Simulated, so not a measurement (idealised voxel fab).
process module | voxel trench capacitor
cross-section cut | 200 nm wide | cells 5 nm
A cross-section is a grid of square cells, given in bands from the top down. A band is one or more rows of cells.
Each band's line starts with the height of the band's top and of its bottom, in nm. Then come its materials from left to right, each with its width in nm. One material with "throughout" fills the band from edge to edge. "air" is empty space.
Height 0 is the level under which the wafer as received is all one material. The lowest band goes on downwards, as in "0 down".
A width such as "30 to 40" changes by the same amount from each row of cells to the next, from the band's top row to its bottom row.
"no change" after a step means that no cell of the cross-section changed.
closed voids: empty space of 8 cells or more with no open way to the top, each as width x height at its distance from the left edge, in nm
after a step's settings: what the simulator itself notes on the step
overlay nm, on a step with a mask: how far to the right of its planned place the mask lay; to the left if negative
plan
1 op RECEIVE | material Si
2 op CONFORMAL_DEP | material SiN | thk nm 10
3 op DIRECTIONAL_DEP | material aC | thk nm 10
4 op PATTERN | tone open | mask id TRENCH | material resist | width nm 25 | pitch nm 45 | thk nm 30 | overlay nm 0
5 op DIRECTIONAL_ETCH | etch materials aC | depth nm 10
6 op STRIP | etch materials resist
7 op DIRECTIONAL_ETCH | etch materials SiN | depth nm 10
8 op DIRECTIONAL_ETCH | etch materials Si | depth nm 35
9 op STRIP | etch materials aC
10 op CONFORMAL_DEP | material SiO2 | thk nm 5
11 op FILL_DEP | material polySi | thk nm 10
12 op CMP | height nm 10
varied across the wafers: thk nm of step 10. The plan shows the first wafer's value. All wafers start alike
first wafer as received, after step 1
  0 down: Si throughout
  closed voids: none
first wafer at the end, after step 12
  10 to 0: SiN 20 | SiO2 5 | polySi 15 | SiO2 5 | SiN 20 | SiO2 5 | polySi 15 | SiO2 5 | SiN 20 | SiO2 5 | polySi 15 | SiO2 5 | SiN 20 | SiO2 5 | polySi 15 | SiO2 5 | SiN 20
  0 to -30: Si 20 | SiO2 5 | polySi 15 | SiO2 5 | Si 20 | SiO2 5 | polySi 15 | SiO2 5 | Si 20 | SiO2 5 | polySi 15 | SiO2 5 | Si 20 | SiO2 5 | polySi 15 | SiO2 5 | Si 20
  -30 to -35: Si 20 | SiO2 25 | Si 20 | SiO2 25 | Si 20 | SiO2 25 | Si 20 | SiO2 25 | Si 20
  -35 down: Si throughout
  closed voids: none
last wafer at the end
  10 to 0: SiN 20 | SiO2 25 | SiN 20 | SiO2 25 | SiN 20 | SiO2 25 | SiN 20 | SiO2 25 | SiN 20
  0 to -35: Si 20 | SiO2 25 | Si 20 | SiO2 25 | Si 20 | SiO2 25 | Si 20 | SiO2 25 | Si 20
  -35 down: Si throughout
  closed voids: none
each wafer at the end: cells of each material gained (+) or lost (-) since it was received, then its closed voids
thk nm 5 | -140 Si | +40 SiN | +84 SiO2 | +96 polySi | closed voids: none
thk nm 10 | -140 Si | +40 SiN | +152 SiO2 | +28 polySi | closed voids: none
thk nm 15 | -140 Si | +40 SiN | +180 SiO2 | closed voids: none
thk nm 20 | -140 Si | +40 SiN | +180 SiO2 | closed voids: none
